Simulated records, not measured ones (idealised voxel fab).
This is a process module. Its name is voxel tone inversion.
Cross-section cut spans 195 nm and uses square cells 5 nm in size.
Notation: cross-section as square-cell grid; stated in bands, top first, going down; one or more cell rows per band. The band entry comprises the height of the band's top followed by the height of its bottom, expressed in nm, and subsequently the band's materials from left to right, each stated together with its width in nm. Where a single material is marked with the word "throughout", that material fills the band from edge to edge. The word "empty" represents empty space. Height is counted from the level 0, under which the received wafer is composed throughout of one material. The lowest of the bands is not closed at the bottom but continues downward, in the notation "z 0 and below". Think of "30..40" as a width that walks from the first number to the second as you go down the band, top row to bottom row, taking equal-sized steps from row to row. Step marked "no change occurred"? Then no cell in the cross-section changed in it. Closed empty spaces (no open way to the top) of 8 cells or more are what "Closed cavities" lists, each as width x height at distance from the left edge, nm for all three. Text after the settings on a step's line: the simulator's own remark on that step. overlay nm: for a step with a mask, the amount by which the mask lay right of where it was planned; a negative amount means left of it.
## So here's the lineup of process steps we planned
| 1 | RECEIVE (material Si) |
| 2 | CONFORMAL_DEP (material SiCN; thk nm 10) |
| 3 | DIRECTIONAL_DEP (material aC; thk nm 20) |
| 4 | PATTERN (tone cover; mask id POSTS; material resist; width nm 15; pitch nm 45; thk nm 25; overlay nm 0) |
| 5 | DIRECTIONAL_ETCH (etch materials aC; depth nm 20) |
| 6 | STRIP (etch materials resist) |
| 7 | FILL_DEP (material lowk; thk nm 5) |
| 8 | CMP (height nm 30) |
| 9 | STRIP (etch materials aC) |
| 10 | CONFORMAL_DEP (material TiN; thk nm 5) |
| 11 | FILL_DEP (material Cu; thk nm 5) |
| 12 | CMP (height nm 30) |
| 13 | CONFORMAL_DEP (material SiCN; thk nm 5) |
## The first of two wafers, run as planned
## Cross-section, incoming material, after step 1
- z 0 and below: Si throughout
- Closed cavities: none
## You're looking at a cross-section of the wafer after step 2
- z 10 to 0: SiCN throughout
- Below 0, no change.
## You're looking at a cross-section of the wafer after step 3
- z 30 to 10: aC throughout
- Below 10, no change.
## You're looking at a cross-section of the wafer after step 4
- z 55 to 30: empty 45; resist 15; empty 30; resist 15; empty 30; resist 15; empty 45
- Below 30, no change.
## You're looking at a cross-section of the wafer after step 5
- z 35 to 30: empty 45; resist 15; empty 30; resist 15; empty 30; resist 15; empty 45
- z 30 to 10: empty 45; aC 15; empty 30; aC 15; empty 30; aC 15; empty 45
- Below 10, no change.
## You're looking at a cross-section of the wafer after step 6
- z 30 to 10: empty 45; aC 15; empty 30; aC 15; empty 30; aC 15; empty 45
- Below 10, no change.
## You're looking at a cross-section of the wafer after step 7
- z 35 to 30: lowk throughout
- z 30 to 10: lowk 45; aC 15; lowk 30; aC 15; lowk 30; aC 15; lowk 45
- Below 10, no change.
## You're looking at a cross-section of the wafer after step 8
- z 30 to 10: lowk 45; aC 15; lowk 30; aC 15; lowk 30; aC 15; lowk 45
- Below 10, no change.
## You're looking at a cross-section of the wafer after step 9
- z 30 to 10: lowk 45; empty 15; lowk 30; empty 15; lowk 30; empty 15; lowk 45
- Below 10, no change.
## You're looking at a cross-section of the wafer after step 10
- z 35 to 30: TiN 50; empty 5; TiN 40; empty 5; TiN 40; empty 5; TiN 50
- z 30 to 15: lowk 45; TiN 5; empty 5; TiN 5; lowk 30; TiN 5; empty 5; TiN 5; lowk 30; TiN 5; empty 5; TiN 5; lowk 45
- z 15 to 10: lowk 45; TiN 15; lowk 30; TiN 15; lowk 30; TiN 15; lowk 45
- Below 10, no change.
## You're looking at a cross-section of the wafer after step 11
- z 40 to 35: Cu throughout
- z 35 to 30: TiN 50; Cu 5; TiN 40; Cu 5; TiN 40; Cu 5; TiN 50
- z 30 to 15: lowk 45; TiN 5; Cu 5; TiN 5; lowk 30; TiN 5; Cu 5; TiN 5; lowk 30; TiN 5; Cu 5; TiN 5; lowk 45
- Below 15, no change.
## You're looking at a cross-section of the wafer after step 12
- z 30 to 15: lowk 45; TiN 5; Cu 5; TiN 5; lowk 30; TiN 5; Cu 5; TiN 5; lowk 30; TiN 5; Cu 5; TiN 5; lowk 45
- Below 15, no change.
## You're looking at a cross-section of the wafer after step 13
- z 35 to 30: SiCN throughout
- Below 30, no change.
## Second wafer: same start and same plan as the first, one execution error; identical to the first through step 1
## Here is the second wafer in cross-section at the point where step 2 of the plan should have been done
- z 20 to 0: aC throughout
- Below 0, no change.
## Here is the second wafer in cross-section at the point where step 3 of the plan should have been done
- z 30 to 20: SiCN throughout
- Below 20, no change.
## Here is the second wafer in cross-section at the point where step 4 of the plan should have been done
- z 55 to 30: empty 45; resist 15; empty 30; resist 15; empty 30; resist 15; empty 45
- Below 30, no change.
## Here is the second wafer in cross-section at the point where step 5 of the plan should have been done
- z 35 to 30: empty 45; resist 15; empty 30; resist 15; empty 30; resist 15; empty 45
- Below 30, no change.
## Here is the second wafer in cross-section at the point where step 6 of the plan should have been done
- z 30 to 20: SiCN throughout
- Below 20, no change.
## Here is the second wafer in cross-section at the point where step 7 of the plan should have been done
- z 35 to 30: lowk throughout
- Below 30, no change.
## Here is the second wafer in cross-section at the point where step 8 of the plan should have been done
- z 30 to 20: SiCN throughout
- Below 20, no change.
Here is the second wafer in cross-section at the point where step 9 of the plan should have been done: no change occurred
## Here is the second wafer in cross-section at the point where step 10 of the plan should have been done
- z 35 to 30: TiN throughout
- Below 30, no change.
## Here is the second wafer in cross-section at the point where step 11 of the plan should have been done
- z 40 to 35: Cu throughout
- Below 35, no change.
## Here is the second wafer in cross-section at the point where step 12 of the plan should have been done
- z 30 to 20: SiCN throughout
- Below 20, no change.
## Here is the second wafer in cross-section at the point where step 13 of the plan should have been done
- z 35 to 20: SiCN throughout
- Below 20, no change.
Diagnosis: the executed order of steps 2 and 3 is the reverse of that specified in the plan, each step having taken the other's position
FYI, end of process, the second wafer has more or fewer cells of some materials than the first: Cu -9; TiN -27; aC +156; lowk -120
